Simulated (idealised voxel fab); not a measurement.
Process module heading - voxel gate over fins
Shown is cross-section cut, with a width of 240 nm and square cells of size 5 nm.
In what follows, cross-sections appear as grids of square cells, described through bands that run from the top down, where every band is one or more rows of cells. Within each band entry, the heights of the top and of the bottom of the band appear first, in that order and in nm; the materials of the band then follow from left to right, each with its corresponding width in nm. The designation "all across" on a single material indicates that it fills the band from edge to edge; the designation "air" indicates empty space. The level at which height equals 0 is the one under which the wafer, as it arrives, is entirely one material. No lower edge exists for the bottom band, which continues downward and is notated as in "z 0 and below". When a width is written as two numbers, as in "30 to 40", the first number is the width in the top row of cells of the band and the second is the width in its bottom row, and the width changes by the same amount from each row to the next. It should be understood that the words "nothing changed", when stated for a given step, signify that the cross-section underwent no change in any of its cells during that step. "Unvented cavities" - sealed voids, min. 8 cells, no opening to top; format: width x height at distance (distance from left edge; nm throughout). If you see something after the settings on a step's line, that's the simulator's own remark about that step. The line of a step may include "overlay nm". On a step with a mask, this value is how far to the right of its planned place the mask lay. A negative value means the mask lay to the left.
-- Process steps (planned)
- 1: RECEIVE: material Si
- 2: CONFORMAL_DEP: material SiN, thk nm 10
- 3: MASKED_ETCH: tone cover, mask id FINS, width nm 15, pitch nm 55, etch materials SiN, depth nm 10, overlay nm 0
- 4: MASKED_ETCH: tone cover, mask id FINS, width nm 15, pitch nm 55, etch materials Si, depth nm 30, overlay nm 0
- 5: FILL_DEP: material SiO2, thk nm 10
- 6: CMP: height nm 10
- 7: PATTERN: tone open, mask id RAIL, material resist, width nm 15, thk nm 20, overlay nm 0
- 8: DIRECTIONAL_ETCH: etch materials SiO2, depth nm 35
- 9: STRIP: etch materials resist
- 10: CONFORMAL_DEP: material TiN, thk nm 5
- 11: FILL_DEP: material Ru, thk nm 5
- 12: CMP: height nm 10
- 13: SELECTIVE_ETCH: etch materials W Ru TiN, depth nm 30
- 14: FILL_DEP: material SiO2, thk nm 5
- 15: CMP: height nm 10
- 16: SELECTIVE_ETCH: etch materials SiO2, depth nm 20
- 17: STRIP: etch materials SiN
- 18: CONFORMAL_DEP: material HfO2, thk nm 5
- 19: CONFORMAL_DEP: material TiN, thk nm 5
- 20: FILL_DEP: material W, thk nm 10
- 21: CMP: height nm 15
- 22: CONFORMAL_DEP: material SiCN, thk nm 10
-- Cross-section of the wafer upon arrival, representing the state reached after step 1
    z 0 and below = Si all across
    Unvented cavities: none
-- first wafer at the end, as planned
    z 25 to 15 = SiCN all across
    z 15 to 10 = W all across
    z 10 to 5 = W: 45; TiN: 35; W: 20; TiN: 35; W: 20; TiN: 35; W: 50
    z 5 to 0 = W: 45; TiN: 5; HfO2: 25; TiN: 5; W: 20; TiN: 5; HfO2: 25; TiN: 5; W: 20; TiN: 5; HfO2: 25; TiN: 5; W: 50
    z 0 to -5 = TiN: 50; HfO2: 5; Si: 15; HfO2: 5; TiN: 30; HfO2: 5; Si: 15; HfO2: 5; TiN: 30; HfO2: 5; Si: 15; HfO2: 5; TiN: 55
    z -5 to -10 = HfO2: 55; Si: 15; HfO2: 40; Si: 15; HfO2: 40; Si: 15; HfO2: 60
    z -10 to -20 = SiO2: 55; Si: 15; SiO2: 40; Si: 15; SiO2: 40; Si: 15; SiO2: 60
    z -20 to -25 = SiO2: 55; Si: 15; SiO2: 10; TiN: 15; SiO2: 15; Si: 15; SiO2: 40; Si: 15; SiO2: 60
    z -25 to -30 = SiO2: 55; Si: 15; SiO2: 40; Si: 15; SiO2: 40; Si: 15; SiO2: 60
    z -30 and below = Si all across
    Unvented cavities: none
-- Presented here is a cross-section of the second of the two wafers as it stood at the end of the module. It was started in the same manner and assigned the same plan as the first wafer; however, one mistake was made in its execution
    z 25 to 15 = SiCN all across
    z 15 to 10 = W all across
    z 10 to 5 = W: 45; TiN: 35; W: 20; TiN: 35; W: 20; TiN: 35; W: 50
    z 5 to 0 = W: 45; TiN: 5; HfO2: 25; TiN: 5; W: 20; TiN: 5; HfO2: 25; TiN: 5; W: 20; TiN: 5; HfO2: 25; TiN: 5; W: 50
    z 0 to -5 = TiN: 50; HfO2: 5; Si: 15; HfO2: 5; TiN: 30; HfO2: 5; Si: 15; HfO2: 5; TiN: 30; HfO2: 5; Si: 15; HfO2: 5; TiN: 55
    z -5 to -10 = HfO2: 55; Si: 15; HfO2: 40; Si: 15; HfO2: 40; Si: 15; HfO2: 60
    z -10 to -20 = SiO2: 55; Si: 15; SiO2: 40; Si: 15; SiO2: 40; Si: 15; SiO2: 60
    z -20 to -25 = TiN: 55; Si: 15; TiN: 10; SiO2: 15; TiN: 15; Si: 15; TiN: 40; Si: 15; TiN: 60
    z -25 to -30 = SiO2: 55; Si: 15; SiO2: 40; Si: 15; SiO2: 40; Si: 15; SiO2: 60
    z -30 and below = Si all across
    Unvented cavities: none
Short version of what went wrong: note that step 7 departed from the planned setting and was carried out as PATTERN: tone cover, mask id RAIL, material resist, width nm 15, thk nm 20, overlay nm 0
Materials where the second wafer ends with more or fewer cells than the first: SiO2: 33 fewer, TiN: 33 more
